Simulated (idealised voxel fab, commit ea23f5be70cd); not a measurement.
You're looking at the process module voxel wiring stack.
We display cut, a cross-section 300 nm in width whose square cells are each 5 nm.
The cross-sections in this document take the form of a grid made of square cells. They are written out as bands, in order from top to bottom. Each band consists of one or more rows of cells.
Band: top height; bottom height; in nm. Then, left to right: material with width in nm, for each material. "everywhere": a single material spanning edge to edge. "empty": empty space.
The reference from which all heights are counted is 0, the level beneath which the as-received wafer is entirely one material; the lowest band, having no lower bound, proceeds downward and is written after the example "0 -> down".
The width entry "30->40" should be interpreted row by row: the top row of cells in the band takes the first number, the bottom row takes the second number, and the change between adjacent rows is uniform throughout.
The cross-section has no changed cell in any step marked "nothing changed".
The entry titled "Closed internal cavities" provides the empty spaces that have no open way to the top, restricted to those of 8 cells or more. Each is presented as width x height at distance, the distance being measured from the left edge, with all three in nm.
Formally, on a step line, whatever follows the settings is a remark that the simulator itself makes on the step.
Among the settings permitted on a step's line is "overlay nm"; applied to a step with a mask, it specifies the extent to which the mask lay to the right of its planned position, whereas a negative figure signifies a position to the left.

Set out below are the planned steps of the process:
1: RECEIVE with material Si
2: CONFORMAL_DEP with material SiO2, thk nm 15
3: DIRECTIONAL_DEP with material TiN, thk nm 5
4: DIRECTIONAL_DEP with material Ru, thk nm 25
5: PATTERN with tone cover, mask id METAL_1, material resist, width nm 30, pitch nm 45, thk nm 20, overlay nm 0
6: DIRECTIONAL_ETCH with etch materials Ru, depth nm 25
7: DIRECTIONAL_ETCH with etch materials TiN, depth nm 5
8: STRIP with etch materials resist
9: CONFORMAL_DEP with material SiN, thk nm 5
10: FILL_DEP with material lowk, thk nm 10
11: CMP with height nm 45
12: CONFORMAL_DEP with material SiCN, thk nm 5
13: DIRECTIONAL_DEP with material lowk, thk nm 30
14: MASKED_ETCH with tone open, mask id METAL_2_HOLES, width nm 15, pitch nm 45, etch materials lowk, depth nm 30, overlay nm 0
15: MASKED_ETCH with tone open, mask id METAL_2, width nm 30, pitch nm 45, etch materials lowk, depth nm 15, overlay nm 0
16: MASKED_ETCH with tone open, mask id METAL_2, width nm 30, pitch nm 45, etch materials SiCN, depth nm 5, overlay nm 0
17: CONFORMAL_DEP with material TiN, thk nm 5
18: FILL_DEP with material Cu, thk nm 10
19: CMP with height nm 80
20: CONFORMAL_DEP with material SiCN, thk nm 5
21: DIRECTIONAL_DEP with material SiO2, thk nm 30
22: PATTERN with tone open, mask id METAL_3, material resist, width nm 30, pitch nm 45, thk nm 20, overlay nm 0
23: DIRECTIONAL_ETCH with etch materials SiO2, depth nm 15
24: STRIP with etch materials resist
25: MASKED_ETCH with tone open, mask id METAL_3_HOLES, width nm 15, pitch nm 45, etch materials SiO2, depth nm 15, overlay nm 0
26: MASKED_ETCH with tone open, mask id METAL_3_HOLES, width nm 15, pitch nm 45, etch materials SiCN, depth nm 5, overlay nm 0
27: CONFORMAL_DEP with material TiN, thk nm 5
28: FILL_DEP with material Cu, thk nm 10
29: CMP with height nm 115
30: CONFORMAL_DEP with material SiN, thk nm 5

Wafer as received: cross-section following step 1:
    0 -> down | Si everywhere
    Closed internal cavities: none

Cross-sectional image of the first of two wafers at the end of the module, the run having proceeded as planned:
    120 -> 115 | SiN everywhere
    115 -> 105 | SiO2 (65) / TiN (5) / Cu (20) / TiN (5) / SiO2 (15) / TiN (5) / Cu (20) / TiN (5) / SiO2 (15) / TiN (5) / Cu (20) / TiN (5) / SiO2 (15) / TiN (5) / Cu (20) / TiN (5) / SiO2 (70)
    105 -> 100 | SiO2 (65) / TiN (5) / Cu (5) / TiN (20) / SiO2 (15) / TiN (5) / Cu (5) / TiN (20) / SiO2 (15) / TiN (5) / Cu (5) / TiN (20) / SiO2 (15) / TiN (5) / Cu (5) / TiN (20) / SiO2 (70)
    100 -> 85 | SiO2 (65) / TiN (5) / Cu (5) / TiN (5) / SiO2 (30) / TiN (5) / Cu (5) / TiN (5) / SiO2 (30) / TiN (5) / Cu (5) / TiN (5) / SiO2 (30) / TiN (5) / Cu (5) / TiN (5) / SiO2 (85)
    85 -> 80 | SiCN (65) / TiN (15) / SiCN (30) / TiN (15) / SiCN (30) / TiN (15) / SiCN (30) / TiN (15) / SiCN (85)
    80 -> 70 | lowk (65) / TiN (5) / Cu (20) / TiN (5) / lowk (15) / TiN (5) / Cu (20) / TiN (5) / lowk (15) / TiN (5) / Cu (20) / TiN (5) / lowk (15) / TiN (5) / Cu (20) / TiN (5) / lowk (70)
    70 -> 65 | lowk (65) / TiN (5) / Cu (5) / TiN (20) / lowk (15) / TiN (5) / Cu (5) / TiN (20) / lowk (15) / TiN (5) / Cu (5) / TiN (20) / lowk (15) / TiN (5) / Cu (5) / TiN (20) / lowk (70)
    65 -> 50 | lowk (65) / TiN (5) / Cu (5) / TiN (5) / lowk (30) / TiN (5) / Cu (5) / TiN (5) / lowk (30) / TiN (5) / Cu (5) / TiN (5) / lowk (30) / TiN (5) / Cu (5) / TiN (5) / lowk (85)
    50 -> 45 | SiCN (65) / TiN (15) / SiCN (30) / TiN (15) / SiCN (30) / TiN (15) / SiCN (30) / TiN (15) / SiCN (85)
    45 -> 20 | lowk (60) / SiN (5) / Ru (30) / SiN (5) / lowk (5) / SiN (5) / Ru (30) / SiN (5) / lowk (5) / SiN (5) / Ru (30) / SiN (5) / lowk (5) / SiN (5) / Ru (30) / SiN (5) / lowk (65)
    20 -> 15 | SiN (65) / TiN (30) / SiN (15) / TiN (30) / SiN (15) / TiN (30) / SiN (15) / TiN (30) / SiN (70)
    15 -> 0 | SiO2 everywhere
    0 -> down | Si everywhere
    Closed internal cavities: none

Cross-section at end of module for the second wafer of two, which matched the first in starting point and plan and differed by one mistake in its processing:
    120 -> 115 | SiN everywhere
    115 -> 105 | SiO2 (60) / TiN (5) / Cu (25) / TiN (5) / SiO2 (10) / TiN (5) / Cu (25) / TiN (5) / SiO2 (10) / TiN (5) / Cu (25) / TiN (5) / SiO2 (10) / TiN (5) / Cu (25) / TiN (5) / SiO2 (70)
    105 -> 100 | SiO2 (60) / TiN (10) / Cu (10) / TiN (15) / SiO2 (10) / TiN (10) / Cu (10) / TiN (15) / SiO2 (10) / TiN (10) / Cu (10) / TiN (15) / SiO2 (10) / TiN (10) / Cu (10) / TiN (15) / SiO2 (70)
    100 -> 90 | SiO2 (65) / TiN (5) / Cu (10) / TiN (5) / SiO2 (25) / TiN (5) / Cu (10) / TiN (5) / SiO2 (25) / TiN (5) / Cu (10) / TiN (5) / SiO2 (25) / TiN (5) / Cu (10) / TiN (5) / SiO2 (80)
    90 -> 85 | SiO2 (65) / TiN (5) / Cu (5) / TiN (10) / SiO2 (25) / TiN (5) / Cu (5) / TiN (10) / SiO2 (25) / TiN (5) / Cu (5) / TiN (10) / SiO2 (25) / TiN (5) / Cu (5) / TiN (10) / SiO2 (80)
    85 -> 80 | SiCN (65) / TiN (15) / SiCN (30) / TiN (15) / SiCN (30) / TiN (15) / SiCN (30) / TiN (15) / SiCN (85)
    80 -> 70 | lowk (65) / TiN (5) / Cu (20) / TiN (5) / lowk (15) / TiN (5) / Cu (20) / TiN (5) / lowk (15) / TiN (5) / Cu (20) / TiN (5) / lowk (15) / TiN (5) / Cu (20) / TiN (5) / lowk (70)
    70 -> 65 | lowk (65) / TiN (5) / Cu (5) / TiN (20) / lowk (15) / TiN (5) / Cu (5) / TiN (20) / lowk (15) / TiN (5) / Cu (5) / TiN (20) / lowk (15) / TiN (5) / Cu (5) / TiN (20) / lowk (70)
    65 -> 50 | lowk (65) / TiN (5) / Cu (5) / TiN (5) / lowk (30) / TiN (5) / Cu (5) / TiN (5) / lowk (30) / TiN (5) / Cu (5) / TiN (5) / lowk (30) / TiN (5) / Cu (5) / TiN (5) / lowk (85)
    50 -> 45 | SiCN (65) / TiN (15) / SiCN (30) / TiN (15) / SiCN (30) / TiN (15) / SiCN (30) / TiN (15) / SiCN (85)
    45 -> 20 | lowk (60) / SiN (5) / Ru (30) / SiN (5) / lowk (5) / SiN (5) / Ru (30) / SiN (5) / lowk (5) / SiN (5) / Ru (30) / SiN (5) / lowk (5) / SiN (5) / Ru (30) / SiN (5) / lowk (65)
    20 -> 15 | SiN (65) / TiN (30) / SiN (15) / TiN (30) / SiN (15) / TiN (30) / SiN (15) / TiN (30) / SiN (70)
    15 -> 0 | SiO2 everywhere
    0 -> down | Si everywhere
    Closed internal cavities: none
What was the processing mistake? step 25 did not use the planned setting and instead ran as MASKED_ETCH with tone open, mask id METAL_3_HOLES, width nm 25, pitch nm 45, etch materials SiO2, depth nm 15, overlay nm 0
Counted in cells at the end, the second wafer holds more or fewer of these materials than the first: Cu: 20 more | SiO2: 24 fewer | TiN: 4 more
